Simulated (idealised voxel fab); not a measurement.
The process module that follows is named voxel lift off.
This is section cut - it's 175 nm across, gridded in 5 nm square cells.
Square cells in a grid make up a cross-section in this document, and the grid is given as bands, listed from the top down, each one or more rows of cells. A band entry consists of two parts. The first gives the height of the band's top and the height of its bottom, in nm. The rest lists the band's materials from left to right, each with its width in nm. A single material labelled with the word "throughout" fills the band from edge to edge, and the word "empty" marks empty space. All heights in this document are referenced to 0, defined as the level beneath which the wafer, as received, consists entirely of one material. The lowest band is not bounded below; it extends indefinitely downward and is written in the form "from 0 down". A width such as "30..40" changes by the same amount from each row of cells to the next, from the band's top row to its bottom row. Any step labelled "nothing altered" changed none of the cells in the cross-section. The entry titled "Closed void catalog" provides the empty spaces that have no open way to the top, restricted to those of 8 cells or more. Each is presented as width x height at distance, the distance being measured from the left edge, with all three in nm. Note: text after step settings on the step line = simulator remark on that step. You can add "overlay nm" to a step's line. For a step with a mask, it describes how far the mask lay to the right of its planned position, and a negative number describes a lay to the left.

[These are the steps we planned for the process]
1,RECEIVE | material Si
2,CONFORMAL_DEP | material SiO2 | thk nm 5
3,PATTERN | tone open | mask id LINES | material resist | width nm 15 | pitch nm 40 | thk nm 20 | overlay nm -5
4,DIRECTIONAL_DEP | material Ru | thk nm 5
5,STRIP | etch materials resist
6,CONFORMAL_DEP | material SiO2 | thk nm 10
Every wafer here starts from the same state; it is the step 3 overlay nm that distinguishes them, and the value the plan gives belongs to the first wafer.

[Received condition of the first of several wafers, sectioned: post-step 1]
- from 0 down | Si throughout
- Closed void catalog: none

[The first of several wafers, seen in cross-section after the module's last step, step 6]
- from 20 to 15 | empty: 5, then SiO2: 35, then empty: 5, then SiO2: 35, then empty: 5, then SiO2: 35, then empty: 5, then SiO2: 35, then empty: 15
- from 15 to 10 | SiO2 throughout
- from 10 to 5 | SiO2: 15, then Ru: 15, then SiO2: 25, then Ru: 15, then SiO2: 25, then Ru: 15, then SiO2: 25, then Ru: 15, then SiO2: 25
- from 5 to 0 | SiO2 throughout
- from 0 down | Si throughout
- Closed void catalog: none

[The last wafer as seen in cross-section at the end of the module]
- from 20 to 15 | empty: 15, then SiO2: 35, then empty: 5, then SiO2: 35, then empty: 5, then SiO2: 35, then empty: 5, then SiO2: 35, then empty: 5
- from 15 to 10 | SiO2 throughout
- from 10 to 5 | SiO2: 25, then Ru: 15, then SiO2: 25, then Ru: 15, then SiO2: 25, then Ru: 15, then SiO2: 25, then Ru: 15, then SiO2: 15
- from 5 to 0 | SiO2 throughout
- from 0 down | Si throughout
- Closed void catalog: none

[Per-wafer rows below. For each material: cells gained (+) or lost (-) since the wafer was received, as of end of module. Then: closed voids]
overlay nm -5, +12 Ru, +121 SiO2, Closed void catalog: none
overlay nm 0, +12 Ru, +121 SiO2, Closed void catalog: none
overlay nm 5, +12 Ru, +121 SiO2, Closed void catalog: none
